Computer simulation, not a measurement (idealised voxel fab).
The following is a process module called voxel gate over fins.
Square cells of 5 nm make up the cross-section cut, whose width is 140 nm.
The cross-sections in this document take the form of a grid made of square cells. They are written out as bands, in order from top to bottom. Each band consists of one or more rows of cells. What a band's entry tells you: where the top is and where the bottom is, as heights in nm, and after that what lies inside, material by material from left to right, each with its width in nm. Empty space is written as the word "air", and a single material marked with the word "edge to edge" occupies the band from edge to edge. Heads up on the height convention: 0 is the point under which the incoming wafer is all one material, and the lowest band has no bottom, it just keeps going down, like "top 0, no bottom". Width spec "30 to 40" -> top row of cells at first value, bottom row at second value, equal per-row change in between. Any step labelled "no alterations made" changed none of the cells in the cross-section. "Closed void roster": empty spaces of 8 cells or more with no open way to the top, each given as width x height at distance, distance from the left edge, all in nm. Formally, on a step line, whatever follows the settings is a remark that the simulator itself makes on the step. overlay nm: on a step with a mask, how far right of its planned place the mask lay; negative means left.
PROCESS STEPS FORESEEN IN THE PLAN
1 RECEIVE,material Si
2 CONFORMAL_DEP,material SiN,thk nm 10
3 DIRECTIONAL_DEP,material aC,thk nm 10
4 PATTERN,tone cover,mask id FINS,material resist,width nm 15,pitch nm 55,thk nm 25,overlay nm 0
5 DIRECTIONAL_ETCH,etch materials aC,depth nm 10
6 STRIP,etch materials resist
7 DIRECTIONAL_ETCH,etch materials SiN,depth nm 10
8 DIRECTIONAL_ETCH,etch materials Si,depth nm 35
9 STRIP,etch materials aC
10 OXIDIZE,depth nm 5
11 FILL_DEP,material SiO2,thk nm 10
12 CMP,height nm 10
13 DIRECTIONAL_DEP,material aC,thk nm 15
14 PATTERN,tone open,mask id RAIL,material resist,width nm 15,thk nm 30,overlay nm 0
15 DIRECTIONAL_ETCH,etch materials aC,depth nm 15
16 STRIP,etch materials resist
17 DIRECTIONAL_ETCH,etch materials SiO2,depth nm 40
18 STRIP,etch materials aC
19 CONFORMAL_DEP,material TiN,thk nm 5
20 FILL_DEP,material Ru,thk nm 10
21 CMP,height nm 10
22 SELECTIVE_ETCH,etch materials W Ru TiN,depth nm 25
23 FILL_DEP,material SiO2,thk nm 5
24 CMP,height nm 10
25 SELECTIVE_ETCH,etch materials SiO2,depth nm 20
26 STRIP,etch materials SiN
27 CONFORMAL_DEP,material HfO2,thk nm 5
28 CONFORMAL_DEP,material TiN,thk nm 5
29 CONFORMAL_DEP,material TiAl,thk nm 5
30 CONFORMAL_DEP,material TiN,thk nm 5
31 FILL_DEP,material W,thk nm 15
32 CMP,height nm 30
33 CONFORMAL_DEP,material SiCN,thk nm 10
THIS IS THE CROSS-SECTION OF THE WAFER AS WE RECEIVED IT, I.E. AFTER STEP 1
	top 0, no bottom: Si edge to edge
	Closed void roster: none
THE CROSS-SECTION SHOWN CORRESPONDS TO THE WAFER AT THE CONCLUSION OF THE MODULE. THE INITIAL STRUCTURE AND THE PROCESS PLAN ARE THOSE PRESENTED ABOVE; HOWEVER, ONE MISTAKE OCCURRED IN EXECUTING THE PLAN
	top 40, bottom 20: SiCN edge to edge
	top 20, bottom 15: SiCN: 20, then TiN: 45, then SiCN: 10, then TiN: 45, then SiCN: 20
	top 15, bottom 10: SiCN: 20, then TiN: 5, then TiAl: 35, then TiN: 5, then SiCN: 10, then TiN: 5, then TiAl: 35, then TiN: 5, then SiCN: 20
	top 10, bottom 5: TiN: 25, then TiAl: 5, then TiN: 25, then TiAl: 5, then TiN: 20, then TiAl: 5, then TiN: 25, then TiAl: 5, then TiN: 25
	top 5, bottom 0: TiAl: 30, then TiN: 5, then HfO2: 15, then TiN: 5, then TiAl: 30, then TiN: 5, then HfO2: 15, then TiN: 5, then TiAl: 30
	top 0, bottom -5: TiN: 35, then HfO2: 5, then Si: 5, then HfO2: 5, then TiN: 40, then HfO2: 5, then Si: 5, then HfO2: 5, then TiN: 35
	top -5, bottom -10: HfO2: 40, then Si: 5, then HfO2: 50, then Si: 5, then HfO2: 40
	top -10, bottom -15: SiO2: 40, then Si: 5, then SiO2: 50, then Si: 5, then SiO2: 40
	top -15, bottom -25: SiO2: 40, then Si: 5, then SiO2: 15, then TiN: 5, then Ru: 5, then TiN: 5, then SiO2: 20, then Si: 5, then SiO2: 40
	top -25, bottom -30: SiO2: 40, then Si: 5, then SiO2: 15, then TiN: 15, then SiO2: 20, then Si: 5, then SiO2: 40
	top -30, bottom -40: SiO2: 40, then Si: 5, then SiO2: 50, then Si: 5, then SiO2: 40
	top -40, no bottom: Si edge to edge
	Closed void roster: none
Which mistake was made when the wafer was run? step 31 off recipe, ran as FILL_DEP,material SiCN,thk nm 15
